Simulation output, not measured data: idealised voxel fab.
Process module name: voxel self aligned vias
The width of the displayed cross-section, cut, is 145 nm; its cells are square, with a size of 5 nm.
When this document writes out a cross-section, it uses a grid of square cells and lists it as bands, beginning at the top and moving down, with a band standing for one or more rows of cells. What a band's entry tells you: where the top is and where the bottom is, as heights in nm, and after that what lies inside, material by material from left to right, each with its width in nm. Empty space is written as the word "air", and a single material marked with the word "full width" occupies the band from edge to edge. Ref level 0: as-received wafer is one material below here. Bottom band extends down with no lower bound ("0 and below"). It should be noted that a width expressed as "30 to 40" varies in equal increments from row to row of cells within the band, taking the value of the first number at the top row and that of the second number at the bottom row. Any step labelled "no alteration" changed none of the cells in the cross-section. So "Internal closed voids" is basically the list of trapped voids: any empty space of 8 cells or more that can't reach the top through an opening. They're written width x height at distance, the distance being from the left edge, and it's all nm. Note: text after step settings on the step line = simulator remark on that step. overlay nm: mask right of planned place by this much (step with mask). Neg. = left.

Listed below are the process steps as planned
step 1: RECEIVE, material Si
step 2: CONFORMAL_DEP, material SiO2, thk nm 15
step 3: CONFORMAL_DEP, material SiCN, thk nm 5
step 4: DIRECTIONAL_DEP, material SiO2, thk nm 25
step 5: DIRECTIONAL_DEP, material aC, thk nm 15
step 6: PATTERN, tone open, mask id LINES, material resist, width nm 30, pitch nm 60, thk nm 35, overlay nm 0
step 7: DIRECTIONAL_ETCH, etch materials aC, depth nm 15
step 8: STRIP, etch materials resist
step 9: DIRECTIONAL_ETCH, etch materials SiO2, depth nm 25
step 10: STRIP, etch materials aC
step 11: CONFORMAL_DEP, material TiN, thk nm 5
step 12: FILL_DEP, material Ru, thk nm 5
step 13: CMP, height nm 45
step 14: SELECTIVE_ETCH, etch materials W Ru TiN, depth nm 5
step 15: FILL_DEP, material SiN, thk nm 5
step 16: CMP, height nm 45
step 17: DIRECTIONAL_DEP, material SiO2, thk nm 15
step 18: MASKED_ETCH, tone open, mask id VIAS, width nm 40, etch materials SiO2, depth nm 5, overlay nm 0
step 19: MASKED_ETCH, tone open, mask id VIAS, width nm 40, etch materials SiN, depth nm 5, overlay nm 0
step 20: CONFORMAL_DEP, material TiN, thk nm 5
step 21: FILL_DEP, material Cu, thk nm 5
step 22: CMP, height nm 60
step 23: CONFORMAL_DEP, material SiN, thk nm 5
The value of depth nm given for step 18 in the plan refers to the first wafer; the wafers vary in this setting and are alike at the start.

Cross-section of the first of several received wafers, showing its state after step 1
  0 and below = Si full width
  Internal closed voids: none

Cross-section, first of several wafers, end of module, after last step 23
  65 down to 60 = SiN full width
  60 down to 55 = 20 SiO2, then 40 TiN, then 85 SiO2
  55 down to 45 = SiO2 full width
  45 down to 40 = 25 SiO2, then 30 SiN, then 30 SiO2, then 30 SiN, then 30 SiO2
  40 down to 25 = 25 SiO2, then 5 TiN, then 20 Ru, then 5 TiN, then 30 SiO2, then 5 TiN, then 20 Ru, then 5 TiN, then 30 SiO2
  25 down to 20 = 25 SiO2, then 30 TiN, then 30 SiO2, then 30 TiN, then 30 SiO2
  20 down to 15 = SiCN full width
  15 down to 0 = SiO2 full width
  0 and below = Si full width
  Internal closed voids: none

Cross-section at module completion, last wafer
  65 down to 60 = SiN full width
  60 down to 45 = 20 SiO2, then 5 TiN, then 30 Cu, then 5 TiN, then 85 SiO2
  45 down to 40 = 20 SiO2, then 40 TiN, then 25 SiO2, then 30 SiN, then 30 SiO2
  40 down to 30 = 20 SiO2, then 10 TiN, then 20 Ru, then 10 TiN, then 25 SiO2, then 5 TiN, then 20 Ru, then 5 TiN, then 30 SiO2
  30 down to 25 = 25 SiO2, then 5 TiN, then 20 Ru, then 5 TiN, then 30 SiO2, then 5 TiN, then 20 Ru, then 5 TiN, then 30 SiO2
  25 down to 20 = 25 SiO2, then 30 TiN, then 30 SiO2, then 30 TiN, then 30 SiO2
  20 down to 15 = SiCN full width
  15 down to 0 = SiO2 full width
  0 and below = Si full width
  Internal closed voids: none

Row per wafer, end-of-module: cell gain (+)/loss (-) by material since the wafer came in, then closed voids
depth nm 5; +24 Ru; +29 SiCN; +41 SiN; +251 SiO2; +32 TiN; Internal closed voids: none
depth nm 10; +6 Cu; +24 Ru; +29 SiCN; +41 SiN; +243 SiO2; +34 TiN; Internal closed voids: none
depth nm 15; +16 Cu; +24 Ru; +29 SiCN; +35 SiN; +235 SiO2; +38 TiN; Internal closed voids: none
depth nm 20; +18 Cu; +24 Ru; +29 SiCN; +35 SiN; +233 SiO2; +38 TiN; Internal closed voids: none
depth nm 25; +18 Cu; +24 Ru; +29 SiCN; +35 SiN; +231 SiO2; +40 TiN; Internal closed voids: none
depth nm 30; +18 Cu; +24 Ru; +29 SiCN; +35 SiN; +229 SiO2; +42 TiN; Internal closed voids: none
